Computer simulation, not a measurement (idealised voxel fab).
Process module in this document: voxel released beams
Section cut is 255 nm wide and gridded with 5 nm square cells.
In what follows, cross-sections appear as grids of square cells, described through bands that run from the top down, where every band is one or more rows of cells. A band entry consists of two parts. The first gives the height of the band's top and the height of its bottom, in nm. The rest lists the band's materials from left to right, each with its width in nm. A single material labelled with the word "full width" fills the band from edge to edge, and the word "air" marks empty space. Measure heights from 0. That's the level where, below it, the as-received wafer is all one material. The lowest band is bottomless and extends downward; write it as in "0 -> down". You'd read "30 to 40" like this: the band's top row of cells is as wide as the first number, its bottom row is as wide as the second, and going down, every row changes width by the same amount as the row before did. For the purposes of this document, the phrase "nothing altered" attached to a step denotes that no cell within the cross-section was modified by that step. Empty spaces without an open route to the top, at least 8 cells in extent, make up the entry "Closed void register"; each is given as width x height at distance, where the distance is measured from the left edge, and all are in nm. Post-settings text on a step line: simulator's own remark regarding the step. On any step carrying a mask, the "overlay nm" setting, if present on the step's line, tells how far right of its planned place the mask lay; negative values point to the left.

# plan
1 RECEIVE, material Si
2 CONFORMAL_DEP, material SiN, thk nm 10
3 DIRECTIONAL_DEP, material SiO2, thk nm 10
4 MASKED_ETCH, tone open, mask id ANCHOR, width nm 45, etch materials SiO2, depth nm 10, overlay nm 0
5 CONFORMAL_DEP, material TiN, thk nm 15
6 MASKED_ETCH, tone cover, mask id BEAM, width nm 120, etch materials TiN, depth nm 15, overlay nm 0
7 STRIP, etch materials SiO2

# Received-state cross-section, reflecting completion of step 1
* 0 -> down: Si full width
* Closed void register: none

# Starting structure and process plan are as shown above, but one mistake was made in running the module; the wafer cross-section at the end of the module follows
* 50 -> 35: air=65, TiN=120, air=70
* 35 -> 20: TiN full width
* 20 -> 10: SiO2=70, TiN=45, SiO2=140
* 10 -> 0: SiN full width
* 0 -> down: Si full width
* Closed void register: none
The mistake made against the process plan was this: twice over, step 5 of the plan was run
